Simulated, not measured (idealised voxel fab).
process module | voxel fin reveal
cross-section cut | 300 nm wide | cells 5 nm
A cross-section is a grid of square cells, given in bands from the top down. A band is one or more rows of cells.
Each band's line starts with the height of the band's top and of its bottom, in nm. Then come its materials from left to right, each with its width in nm. One material with "throughout" fills the band from edge to edge. "air" is empty space.
Height 0 is the level under which the wafer as received is all one material. The lowest band goes on downwards, as in "0 down".
A width such as "30 to 40" changes by the same amount from each row of cells to the next, from the band's top row to its bottom row.
"no change" after a step means that no cell of the cross-section changed.
closed voids: empty space of 8 cells or more with no open way to the top, each as width x height at its distance from the left edge, in nm
after a step's settings: what the simulator itself notes on the step
overlay nm, on a step with a mask: how far to the right of its planned place the mask lay; to the left if negative
plan
1 op RECEIVE | material Si
2 op CONFORMAL_DEP | material SiN | thk nm 10
3 op PATTERN | tone cover | mask id FINS | material resist | width nm 15 | pitch nm 35 | thk nm 15 | overlay nm 0
4 op DIRECTIONAL_ETCH | etch materials SiN | depth nm 10
5 op DIRECTIONAL_ETCH | etch materials Si | depth nm 35
6 op STRIP | etch materials resist
7 op FILL_DEP | material SiO2 | thk nm 10
8 op CMP | height nm 10
9 op SELECTIVE_ETCH | etch materials SiO2 | depth nm 35
10 op STRIP | etch materials SiN
11 op CONFORMAL_DEP | material SiO2 | thk nm 5
as received, after step 1
  0 down: Si throughout
  closed voids: none
a wafer at the end: this start, this plan, one mistake
  5 to 0: air 100 | SiO2 30 | air 5 | SiO2 30 | air 5 | SiO2 30 | air 100
  0 to -20: air 100 | SiO2 5 | Si 20 | SiO2 5 | air 5 | SiO2 5 | Si 20 | SiO2 5 | air 5 | SiO2 5 | Si 20 | SiO2 5 | air 100
  -20 to -35: SiO2 105 | Si 20 | SiO2 15 | Si 20 | SiO2 15 | Si 20 | SiO2 105
  -35 down: Si throughout
  closed voids: none
what went wrong: step 3 ran as: op PATTERN | tone cover | mask id FINS | material resist | width nm 20 | pitch nm 35 | thk nm 15 | overlay nm 0
